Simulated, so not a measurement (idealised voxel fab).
process module | voxel capacitor over wiring
The figure presents cross-section cut, which has a width of 225 nm and is divided into square cells with an edge length of 5 nm.
Think of the cross-section as a grid of square cells. We describe it in bands, top to bottom, and each band covers one or more rows of those cells.
Band entry format. Leading values: height of top, height of bottom, nm. Remainder: materials in left-to-right order, each with its width in nm. Special words: "full width" on a single material, which then fills the band edge to edge; "blank", empty space.
All heights in this document are referenced to 0, defined as the level beneath which the wafer, as received, consists entirely of one material. The lowest band is not bounded below; it extends indefinitely downward and is written in the form "0 down".
Width: "30..40" (first number = top row, second number = bottom row, same change from row to row of cells).
Take "no alteration" at face value: in the step it is given for, the cross-section changed in none of its cells.
Closed-off voids of 8+ cells (no open route to the top) go in "Closed void register", written width x height at distance from the left edge, in nm.
Text after the settings on a step's line: the simulator's own remark on that step.
Each step line may optionally specify "overlay nm", which for a step with a mask gives the rightward distance between the mask's planned place and where it lay, a negative value indicating the leftward direction.
-- Set out below are the planned steps of the process
1. RECEIVE: material Si
2. CONFORMAL_DEP: material SiO2, thk nm 10
3. DIRECTIONAL_DEP: material TiN, thk nm 5
4. DIRECTIONAL_DEP: material Ru, thk nm 20
5. PATTERN: tone cover, mask id METAL_1, material resist, width nm 20, pitch nm 80, thk nm 15, overlay nm 0
6. DIRECTIONAL_ETCH: etch materials Ru, depth nm 20
7. DIRECTIONAL_ETCH: etch materials TiN, depth nm 5
8. STRIP: etch materials resist
9. FILL_DEP: material lowk, thk nm 10
10. CMP: height nm 35
11. CONFORMAL_DEP: material SiCN, thk nm 5
12. DIRECTIONAL_DEP: material lowk, thk nm 20
13. DIRECTIONAL_DEP: material aC, thk nm 15
14. PATTERN: tone open, mask id PLUG_1, material resist, width nm 15, thk nm 35, overlay nm 0
15. DIRECTIONAL_ETCH: etch materials aC, depth nm 15
16. STRIP: etch materials resist
17. DIRECTIONAL_ETCH: etch materials lowk, depth nm 20
18. DIRECTIONAL_ETCH: etch materials SiCN, depth nm 5
19. STRIP: etch materials aC
20. CONFORMAL_DEP: material TiN, thk nm 5
21. FILL_DEP: material W, thk nm 10
22. CMP: height nm 60
23. DIRECTIONAL_DEP: material TiN, thk nm 5
24. DIRECTIONAL_DEP: material Al2O3, thk nm 5
25. DIRECTIONAL_DEP: material TiN, thk nm 5
26. MASKED_ETCH: tone cover, mask id UPPER_PLATE, width nm 65, etch materials TiN, depth nm 5, overlay nm 0
27. MASKED_ETCH: tone cover, mask id UPPER_PLATE, width nm 65, etch materials Al2O3, depth nm 5, overlay nm 0
28. DIRECTIONAL_DEP: material aC, thk nm 15
29. PATTERN: tone cover, mask id LOWER_PLATE, material resist, width nm 75, thk nm 30, overlay nm 0
30. DIRECTIONAL_ETCH: etch materials aC, depth nm 15
31. STRIP: etch materials resist
32. DIRECTIONAL_ETCH: etch materials TiN, depth nm 5
33. STRIP: etch materials aC
34. FILL_DEP: material SiO2, thk nm 20
35. CMP: height nm 90
36. DIRECTIONAL_DEP: material aC, thk nm 10
37. PATTERN: tone open, mask id PLUG_2, material resist, width nm 15, thk nm 30, overlay nm 0
38. DIRECTIONAL_ETCH: etch materials aC, depth nm 10
39. STRIP: etch materials resist
40. DIRECTIONAL_ETCH: etch materials SiO2, depth nm 15
41. STRIP: etch materials aC
42. CONFORMAL_DEP: material TiN, thk nm 5
43. FILL_DEP: material Cu, thk nm 5
44. CMP: height nm 90
45. CONFORMAL_DEP: material SiCN, thk nm 5
-- Received-state cross-section, reflecting completion of step 1
0 down: Si full width
Closed void register: none
-- Looking at the first of two wafers in cross-section at end of module - ran to plan
95 to 90: SiCN full width
90 to 80: 75 SiO2, 5 TiN, 5 Cu, 5 TiN, 135 SiO2
80 to 70: 75..65 SiO2, 15..65 TiN, 135..95 SiO2
70 to 65: 65 SiO2, 65 Al2O3, 95 SiO2
65 to 60: 60 SiO2, 75 TiN, 90 SiO2
60 to 40: 65 lowk, 5 TiN, 5 W, 5 TiN, 145 lowk
40 to 35: 65 SiCN, 15 TiN, 145 SiCN
35 to 15: 60 lowk, 20 Ru, 60 lowk, 20 Ru, 65 lowk
15 to 10: 60 lowk, 20 TiN, 60 lowk, 20 TiN, 65 lowk
10 to 0: SiO2 full width
0 down: Si full width
Closed void register: none
-- Here's the second of our two wafers sectioned at module end. Same start as the first, same plan, but one mistake got made running it
95 to 90: SiCN full width
90 to 80: 75 SiO2, 5 TiN, 5 Cu, 5 TiN, 135 SiO2
80 to 70: 75..65 SiO2, 15..65 TiN, 135..95 SiO2
70 to 65: 65 SiO2, 65 Al2O3, 95 SiO2
65 to 60: 60 SiO2, 75 TiN, 90 SiO2
60 to 40: 65 lowk, 5 TiN, 5 W, 5 TiN, 145 lowk
40 to 35: 65 SiCN, 15 TiN, 145 SiCN
35 to 25: lowk full width
25 to 15: 60 lowk, 20 Ru, 60 lowk, 20 Ru, 65 lowk
15 to 10: 60 lowk, 20 TiN, 60 lowk, 20 TiN, 65 lowk
10 to 0: SiO2 full width
0 down: Si full width
Closed void register: none
Which mistake was made when the wafer was run? rather than as planned, step 4 actually ran as DIRECTIONAL_DEP: material Ru, thk nm 10
End of process, cell counts, second wafer against first, materials with more or fewer: Ru: 16 fewer | lowk: 16 more
